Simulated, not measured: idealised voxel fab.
This section sets out a process module, namely voxel capacitor over wiring.
Cross-sectional view cut (width: 190 nm; square cell size: 5 nm).
When this document writes out a cross-section, it uses a grid of square cells and lists it as bands, beginning at the top and moving down, with a band standing for one or more rows of cells. For a band, the entry starts with two heights in nm, that of the top and then that of the bottom, and carries on with the band's materials in order from left to right, each alongside its width in nm; the word "full width" beside a single material means it fills the band edge to edge, and "air" means empty space. The level at which height equals 0 is the one under which the wafer, as it arrives, is entirely one material. No lower edge exists for the bottom band, which continues downward and is notated as in "top 0, no bottom". The width entry "30->40" should be interpreted row by row: the top row of cells in the band takes the first number, the bottom row takes the second number, and the change between adjacent rows is uniform throughout. "changes: none" means the step left every cell of the cross-section as it was. If an empty space has no open way to the top and is at least 8 cells in size, "Closed void listing" lists it, written width x height at distance, where distance is measured from the left edge and every value is in nm. If you see something after the settings on a step's line, that's the simulator's own remark about that step. "overlay nm", when on a step's line for a step with a mask, measures how far to the right of its planned place the mask lay; a negative measure means to the left.

Steps planned for the process
step 1: RECEIVE: material Si
step 2: CONFORMAL_DEP: material SiO2, thk nm 10
step 3: CONFORMAL_DEP: material SiCN, thk nm 5
step 4: DIRECTIONAL_DEP: material SiO2, thk nm 20
step 5: MASKED_ETCH: tone open, mask id METAL_1, width nm 25, pitch nm 75, etch materials SiO2, depth nm 20, overlay nm 0
step 6: MASKED_ETCH: tone open, mask id METAL_1, width nm 25, pitch nm 75, etch materials SiCN, depth nm 5, overlay nm 0
step 7: CONFORMAL_DEP: material TiN, thk nm 5
step 8: FILL_DEP: material Ru, thk nm 10
step 9: CMP: height nm 35
step 10: CONFORMAL_DEP: material SiCN, thk nm 5
step 11: DIRECTIONAL_DEP: material SiO2, thk nm 20
step 12: PATTERN: tone open, mask id PLUG_1, material resist, width nm 15, thk nm 15, overlay nm 0
step 13: DIRECTIONAL_ETCH: etch materials SiO2, depth nm 20
step 14: DIRECTIONAL_ETCH: etch materials SiCN, depth nm 5
step 15: STRIP: etch materials resist
step 16: EPI: material Ru, thk nm 10
step 17: EPI: material Ru, thk nm 10
step 18: EPI: material Ru, thk nm 5
step 19: DIRECTIONAL_DEP: material TiN, thk nm 5
step 20: DIRECTIONAL_DEP: material SiN, thk nm 5
step 21: DIRECTIONAL_DEP: material TiN, thk nm 10
step 22: DIRECTIONAL_DEP: material aC, thk nm 10
step 23: PATTERN: tone cover, mask id UPPER_PLATE, material resist, width nm 55, thk nm 30, overlay nm 0
step 24: DIRECTIONAL_ETCH: etch materials aC, depth nm 10
step 25: STRIP: etch materials resist
step 26: DIRECTIONAL_ETCH: etch materials TiN, depth nm 10
step 27: DIRECTIONAL_ETCH: etch materials SiN, depth nm 5
step 28: STRIP: etch materials aC
step 29: DIRECTIONAL_DEP: material aC, thk nm 10
step 30: PATTERN: tone cover, mask id LOWER_PLATE, material resist, width nm 65, thk nm 30, overlay nm 0
step 31: DIRECTIONAL_ETCH: etch materials aC, depth nm 10
step 32: STRIP: etch materials resist
step 33: DIRECTIONAL_ETCH: etch materials TiN, depth nm 5
step 34: STRIP: etch materials aC
step 35: FILL_DEP: material SiO2, thk nm 20
step 36: CMP: height nm 95
step 37: MASKED_ETCH: tone open, mask id PLUG_2, width nm 15, etch materials SiO2, depth nm 15, overlay nm 0
step 38: CONFORMAL_DEP: material TiN, thk nm 5
step 39: FILL_DEP: material Ru, thk nm 5
step 40: CMP: height nm 95
step 41: CONFORMAL_DEP: material SiN, thk nm 5

Cross-sectional view of the wafer in its as-received condition, corresponding to the state after step 1
  top 0, no bottom | Si full width
  Closed void listing: none

This is how the wafer looks in cross-section once the module is done, given the starting state and plan above and one mistake in carrying the plan out
  top 100, bottom 95 | SiN full width
  top 95, bottom 90 | 65 of SiO2  5 of TiN  5 of Ru  5 of TiN  110 of SiO2
  top 90, bottom 85 | 65 of SiO2  15 of TiN  110 of SiO2
  top 85, bottom 80 | 55 of SiO2  5 of TiN  5 of SiO2  45 of TiN  80 of SiO2
  top 80, bottom 75 | 55 of SiO2  55 of TiN  80 of SiO2
  top 75, bottom 70 | 55 of SiO2  5 of SiN  5 of TiN  45 of SiN  80 of SiO2
  top 70, bottom 65 | 60 of Ru  5 of SiN  125 of Ru
  top 65, bottom 60 | 55 of TiN  15 of Ru  120 of TiN
  top 60, bottom 55 | 55 of SiO2  15 of TiN  120 of SiO2
  top 55, bottom 40 | 55 of SiO2  15 of Ru  120 of SiO2
  top 40, bottom 35 | 55 of SiCN  15 of Ru  120 of SiCN
  top 35, bottom 15 | 45 of SiO2  5 of TiN  15 of Ru  5 of TiN  50 of SiO2  5 of TiN  15 of Ru  5 of TiN  45 of SiO2
  top 15, bottom 10 | 45 of SiCN  25 of TiN  50 of SiCN  25 of TiN  45 of SiCN
  top 10, bottom 0 | SiO2 full width
  top 0, no bottom | Si full width
  Closed void listing: none
Error vs. plan: order of steps 18 and 19 inverted relative to the plan
